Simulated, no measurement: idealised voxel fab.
process module | voxel transistor to metal
cross-section cut | 285 nm wide | cells 5 nm
A cross-section is a grid of square cells, given in bands from the top down. A band is one or more rows of cells.
Each band's line starts with the height of the band's top and of its bottom, in nm. Then come its materials from left to right, each with its width in nm. One material with "throughout" fills the band from edge to edge. "air" is empty space.
Height 0 is the level under which the wafer as received is all one material. The lowest band goes on downwards, as in "0 down".
A width such as "30 to 40" changes by the same amount from each row of cells to the next, from the band's top row to its bottom row.
"no change" after a step means that no cell of the cross-section changed.
closed voids: empty space of 8 cells or more with no open way to the top, each as width x height at its distance from the left edge, in nm
after a step's settings: what the simulator itself notes on the step
overlay nm, on a step with a mask: how far to the right of its planned place the mask lay; to the left if negative
Each pair below shows a cross-section before one step and the cross-section after it, down to the lowest band that changed. The line under each pair gives the step between them, with its settings. The pairs can come from different runs of this module on the same starting wafer, so a pair continues from the pair above only where its "before" says so.
before
  45 to 25: lowk 25 | TiN 5 | Cu 5 | TiN 5 | lowk 65 | TiN 5 | Cu 5 | TiN 5 | lowk 40 | TiN 5 | Cu 5 | TiN 5 | lowk 65 | TiN 5 | Cu 5 | TiN 5 | lowk 30
  25 to 20: SiN 25 | TiN 15 | SiN 65 | TiN 15 | SiN 40 | TiN 15 | SiN 65 | TiN 15 | SiN 30
  20 to 10: SiO2 25 | TiN 5 | W 5 | TiN 5 | SiO2 65 | TiN 5 | W 5 | TiN 5 | SiO2 40 | TiN 5 | W 5 | TiN 5 | SiO2 65 | TiN 5 | W 5 | TiN 5 | SiO2 30
  10 to 0: SiO2 25 | TiN 5 | W 5 | TiN 5 | SiO2 5 | SiN 10 | HfO2 5 | lowk 5 | W 15 | lowk 5 | HfO2 5 | SiN 10 | SiO2 5 | TiN 5 | W 5 | TiN 5 | SiO2 40 | TiN 5 | W 5 | TiN 5 | SiO2 5 | SiN 10 | HfO2 5 | lowk 5 | W 15 | lowk 5 | HfO2 5 | SiN 10 | SiO2 5 | TiN 5 | W 5 | TiN 5 | SiO2 30
  0 to -5: SiO2 10 | SiN 10 | SiO2 5 | TiN 15 | SiO2 5 | SiN 10 | HfO2 5 | lowk 25 | HfO2 5 | SiN 10 | SiO2 5 | TiN 15 | SiO2 5 | SiN 10 | SiO2 10 | SiN 10 | SiO2 5 | TiN 15 | SiO2 5 | SiN 10 | HfO2 5 | lowk 25 | HfO2 5 | SiN 10 | SiO2 5 | TiN 15 | SiO2 5 | SiN 10 | SiO2 15
  -5 to -10: SiO2 20 | SiGe 25 | SiO2 5 | HfO2 45 | SiO2 5 | SiGe 25 | SiO2 30 | SiGe 25 | SiO2 5 | HfO2 45 | SiO2 5 | SiGe 25 | SiO2 25
  -10 to -45: SiO2 20 | Si 105 | SiO2 30 | Si 105 | SiO2 25
  -45 down: Si throughout
  closed voids: none
after
  50 to 45: air 20 | Ru 25 | air 55 | Ru 25 | air 30 | Ru 25 | air 55 | Ru 25 | air 25
  below 45: unchanged
  closed voids: none
the step between: op EPI | material Ru | thk nm 5
before: the cross-section after the pair above
after
  55 to 50: SiCN throughout
  50 to 45: SiCN 20 | Ru 25 | SiCN 55 | Ru 25 | SiCN 30 | Ru 25 | SiCN 55 | Ru 25 | SiCN 25
  below 45: unchanged
  closed voids: none
the step between: op FILL_DEP | material SiCN | thk nm 5
before
  35 to 20: aC throughout
  20 to 10: SiO2 throughout
  10 to 0: SiO2 45 | SiN 10 | HfO2 5 | TiN 5 | W 15 | TiN 5 | HfO2 5 | SiN 10 | SiO2 80 | SiN 10 | HfO2 5 | TiN 5 | W 15 | TiN 5 | HfO2 5 | SiN 10 | SiO2 50
  0 to -5: SiO2 10 | SiN 10 | SiO2 25 | SiN 10 | HfO2 5 | TiN 25 | HfO2 5 | SiN 10 | SiO2 25 | SiN 10 | SiO2 10 | SiN 10 | SiO2 25 | SiN 10 | HfO2 5 | TiN 25 | HfO2 5 | SiN 10 | SiO2 25 | SiN 10 | SiO2 15
  -5 to -10: SiO2 20 | SiGe 25 | SiO2 5 | HfO2 45 | SiO2 5 | SiGe 25 | SiO2 30 | SiGe 25 | SiO2 5 | HfO2 45 | SiO2 5 | SiGe 25 | SiO2 25
  -10 to -45: SiO2 20 | Si 105 | SiO2 30 | Si 105 | SiO2 25
  -45 down: Si throughout
  closed voids: none
after
  65 to 35: air 25 | resist 15 | air 65 | resist 15 | air 40 | resist 15 | air 65 | resist 15 | air 30
  below 35: unchanged
  closed voids: none
the step between: op PATTERN | tone cover | mask id CONTACT | material resist | width nm 15 | thk nm 30 | overlay nm 0
before: the cross-section after the pair above
after
  50 to 35: air 25 | resist 15 | air 65 | resist 15 | air 40 | resist 15 | air 65 | resist 15 | air 30
  35 to 20: air 25 | aC 15 | air 65 | aC 15 | air 40 | aC 15 | air 65 | aC 15 | air 30
  below 20: unchanged
  closed voids: none
the step between: op DIRECTIONAL_ETCH | etch materials aC | depth nm 15
before: the cross-section after the pair above
after
  35 to 20: air 25 | aC 15 | air 65 | aC 15 | air 40 | aC 15 | air 65 | aC 15 | air 30
  below 20: unchanged
  closed voids: none
the step between: op STRIP | etch materials resist
before: the cross-section after the pair above
after
  35 to 20: air 25 | aC 15 | air 65 | aC 15 | air 40 | aC 15 | air 65 | aC 15 | air 30
  20 to 10: air 25 | SiO2 15 | air 65 | SiO2 15 | air 40 | SiO2 15 | air 65 | SiO2 15 | air 30
  10 to 0: air 25 | SiO2 15 | air 5 | SiN 10 | HfO2 5 | TiN 5 | W 15 | TiN 5 | HfO2 5 | SiN 10 | air 5 | SiO2 15 | air 40 | SiO2 15 | air 5 | SiN 10 | HfO2 5 | TiN 5 | W 15 | TiN 5 | HfO2 5 | SiN 10 | air 5 | SiO2 15 | air 30
  0 to -5: air 10 | SiN 10 | air 5 | SiO2 15 | air 5 | SiN 10 | HfO2 5 | TiN 25 | HfO2 5 | SiN 10 | air 5 | SiO2 15 | air 5 | SiN 10 | air 10 | SiN 10 | air 5 | SiO2 15 | air 5 | SiN 10 | HfO2 5 | TiN 25 | HfO2 5 | SiN 10 | air 5 | SiO2 15 | air 5 | SiN 10 | air 15
  below -5: unchanged
  closed voids: none
the step between: op DIRECTIONAL_ETCH | etch materials SiO2 | depth nm 25
before: the cross-section after the pair above
after
  20 to 10: air 25 | SiO2 15 | air 65 | SiO2 15 | air 40 | SiO2 15 | air 65 | SiO2 15 | air 30
  below 10: unchanged
  closed voids: none
the step between: op STRIP | etch materials aC
before: the cross-section after the pair above
after
  25 to 20: air 20 | TiN 25 | air 55 | TiN 25 | air 30 | TiN 25 | air 55 | TiN 25 | air 25
  20 to 15: air 20 | TiN 5 | SiO2 15 | TiN 5 | air 55 | TiN 5 | SiO2 15 | TiN 5 | air 30 | TiN 5 | SiO2 15 | TiN 5 | air 55 | TiN 5 | SiO2 15 | TiN 5 | air 25
  15 to 10: air 20 | TiN 5 | SiO2 15 | TiN 65 | SiO2 15 | TiN 5 | air 30 | TiN 5 | SiO2 15 | TiN 65 | SiO2 15 | TiN 5 | air 25
  10 to 5: air 20 | TiN 5 | SiO2 15 | TiN 5 | SiN 10 | HfO2 5 | TiN 5 | W 15 | TiN 5 | HfO2 5 | SiN 10 | TiN 5 | SiO2 15 | TiN 5 | air 30 | TiN 5 | SiO2 15 | TiN 5 | SiN 10 | HfO2 5 | TiN 5 | W 15 | TiN 5 | HfO2 5 | SiN 10 | TiN 5 | SiO2 15 | TiN 5 | air 25
  5 to 0: air 5 | TiN 20 | SiO2 15 | TiN 5 | SiN 10 | HfO2 5 | TiN 5 | W 15 | TiN 5 | HfO2 5 | SiN 10 | TiN 5 | SiO2 15 | TiN 40 | SiO2 15 | TiN 5 | SiN 10 | HfO2 5 | TiN 5 | W 15 | TiN 5 | HfO2 5 | SiN 10 | TiN 5 | SiO2 15 | TiN 20 | air 10
  0 to -5: TiN 10 | SiN 10 | TiN 5 | SiO2 15 | TiN 5 | SiN 10 | HfO2 5 | TiN 25 | HfO2 5 | SiN 10 | TiN 5 | SiO2 15 | TiN 5 | SiN 10 | TiN 10 | SiN 10 | TiN 5 | SiO2 15 | TiN 5 | SiN 10 | HfO2 5 | TiN 25 | HfO2 5 | SiN 10 | TiN 5 | SiO2 15 | TiN 5 | SiN 10 | TiN 15
  below -5: unchanged
  closed voids: none
the step between: op CONFORMAL_DEP | material TiN | thk nm 5
before: the cross-section after the pair above
after
  35 to 25: W throughout
  25 to 20: W 20 | TiN 25 | W 55 | TiN 25 | W 30 | TiN 25 | W 55 | TiN 25 | W 25
  20 to 15: W 20 | TiN 5 | SiO2 15 | TiN 5 | W 55 | TiN 5 | SiO2 15 | TiN 5 | W 30 | TiN 5 | SiO2 15 | TiN 5 | W 55 | TiN 5 | SiO2 15 | TiN 5 | W 25
  15 to 10: W 20 | TiN 5 | SiO2 15 | TiN 65 | SiO2 15 | TiN 5 | W 30 | TiN 5 | SiO2 15 | TiN 65 | SiO2 15 | TiN 5 | W 25
  10 to 5: W 20 | TiN 5 | SiO2 15 | TiN 5 | SiN 10 | HfO2 5 | TiN 5 | W 15 | TiN 5 | HfO2 5 | SiN 10 | TiN 5 | SiO2 15 | TiN 5 | W 30 | TiN 5 | SiO2 15 | TiN 5 | SiN 10 | HfO2 5 | TiN 5 | W 15 | TiN 5 | HfO2 5 | SiN 10 | TiN 5 | SiO2 15 | TiN 5 | W 25
  5 to 0: W 5 | TiN 20 | SiO2 15 | TiN 5 | SiN 10 | HfO2 5 | TiN 5 | W 15 | TiN 5 | HfO2 5 | SiN 10 | TiN 5 | SiO2 15 | TiN 40 | SiO2 15 | TiN 5 | SiN 10 | HfO2 5 | TiN 5 | W 15 | TiN 5 | HfO2 5 | SiN 10 | TiN 5 | SiO2 15 | TiN 20 | W 10
  below 0: unchanged
  closed voids: none
the step between: op FILL_DEP | material W | thk nm 10
before: the cross-section after the pair above
after
  20 to 15: W 20 | TiN 5 | SiO2 15 | TiN 5 | W 55 | TiN 5 | SiO2 15 | TiN 5 | W 30 | TiN 5 | SiO2 15 | TiN 5 | W 55 | TiN 5 | SiO2 15 | TiN 5 | W 25
  below 15: unchanged
  closed voids: none
the step between: op CMP | height nm 20
before: the cross-section after the pair above
after
  25 to 20: SiN throughout
  below 20: unchanged
  closed voids: none
the step between: op CONFORMAL_DEP | material SiN | thk nm 5
before: the cross-section after the pair above
after
  45 to 25: lowk throughout
  below 25: unchanged
  closed voids: none
the step between: op DIRECTIONAL_DEP | material lowk | thk nm 20
before: the cross-section after the pair above
after
  60 to 45: resist 25 | air 15 | resist 65 | air 15 | resist 40 | air 15 | resist 65 | air 15 | resist 30
  below 45: unchanged
  closed voids: none
the step between: op PATTERN | tone open | mask id METAL_1 | material resist | width nm 15 | thk nm 15 | overlay nm 0
before: the cross-section after the pair above
after
  60 to 45: resist 25 | air 15 | resist 65 | air 15 | resist 40 | air 15 | resist 65 | air 15 | resist 30
  45 to 25: lowk 25 | air 15 | lowk 65 | air 15 | lowk 40 | air 15 | lowk 65 | air 15 | lowk 30
  below 25: unchanged
  closed voids: none
the step between: op DIRECTIONAL_ETCH | etch materials lowk | depth nm 20
before: the cross-section after the pair above
after
  60 to 45: resist 25 | air 15 | resist 65 | air 15 | resist 40 | air 15 | resist 65 | air 15 | resist 30
  45 to 25: lowk 25 | air 15 | lowk 65 | air 15 | lowk 40 | air 15 | lowk 65 | air 15 | lowk 30
  25 to 20: SiN 25 | air 15 | SiN 65 | air 15 | SiN 40 | air 15 | SiN 65 | air 15 | SiN 30
  below 20: unchanged
  closed voids: none
the step between: op DIRECTIONAL_ETCH | etch materials SiN | depth nm 5
before: the cross-section after the pair above
after
  45 to 25: lowk 25 | air 15 | lowk 65 | air 15 | lowk 40 | air 15 | lowk 65 | air 15 | lowk 30
  below 25: unchanged
  closed voids: none
the step between: op STRIP | etch materials resist
before: the cross-section after the pair above
after
  50 to 45: TiN 30 | air 5 | TiN 75 | air 5 | TiN 50 | air 5 | TiN 75 | air 5 | TiN 35
  45 to 25: lowk 25 | TiN 5 | air 5 | TiN 5 | lowk 65 | TiN 5 | air 5 | TiN 5 | lowk 40 | TiN 5 | air 5 | TiN 5 | lowk 65 | TiN 5 | air 5 | TiN 5 | lowk 30
  25 to 20: SiN 25 | TiN 15 | SiN 65 | TiN 15 | SiN 40 | TiN 15 | SiN 65 | TiN 15 | SiN 30
  below 20: unchanged
  closed voids: none
the step between: op CONFORMAL_DEP | material TiN | thk nm 5
before: the cross-section after the pair above
after
  55 to 50: Cu throughout
  50 to 45: TiN 30 | Cu 5 | TiN 75 | Cu 5 | TiN 50 | Cu 5 | TiN 75 | Cu 5 | TiN 35
  45 to 25: lowk 25 | TiN 5 | Cu 5 | TiN 5 | lowk 65 | TiN 5 | Cu 5 | TiN 5 | lowk 40 | TiN 5 | Cu 5 | TiN 5 | lowk 65 | TiN 5 | Cu 5 | TiN 5 | lowk 30
  below 25: unchanged
  closed voids: none
the step between: op FILL_DEP | material Cu | thk nm 5
before: the cross-section after the pair above
after
  45 to 25: lowk 25 | TiN 5 | Cu 5 | TiN 5 | lowk 65 | TiN 5 | Cu 5 | TiN 5 | lowk 40 | TiN 5 | Cu 5 | TiN 5 | lowk 65 | TiN 5 | Cu 5 | TiN 5 | lowk 30
  below 25: unchanged
  closed voids: none
the step between: op CMP | height nm 45
before: the cross-section after the pair above
after
  50 to 45: air 20 | Ru 25 | air 55 | Ru 25 | air 30 | Ru 25 | air 55 | Ru 25 | air 25
  below 45: unchanged
  closed voids: none
the step between: op EPI | material Ru | thk nm 5
before: the cross-section after the pair above
after
  55 to 50: SiCN throughout
  50 to 45: SiCN 20 | Ru 25 | SiCN 55 | Ru 25 | SiCN 30 | Ru 25 | SiCN 55 | Ru 25 | SiCN 25
  below 45: unchanged
  closed voids: none
the step between: op FILL_DEP | material SiCN | thk nm 5
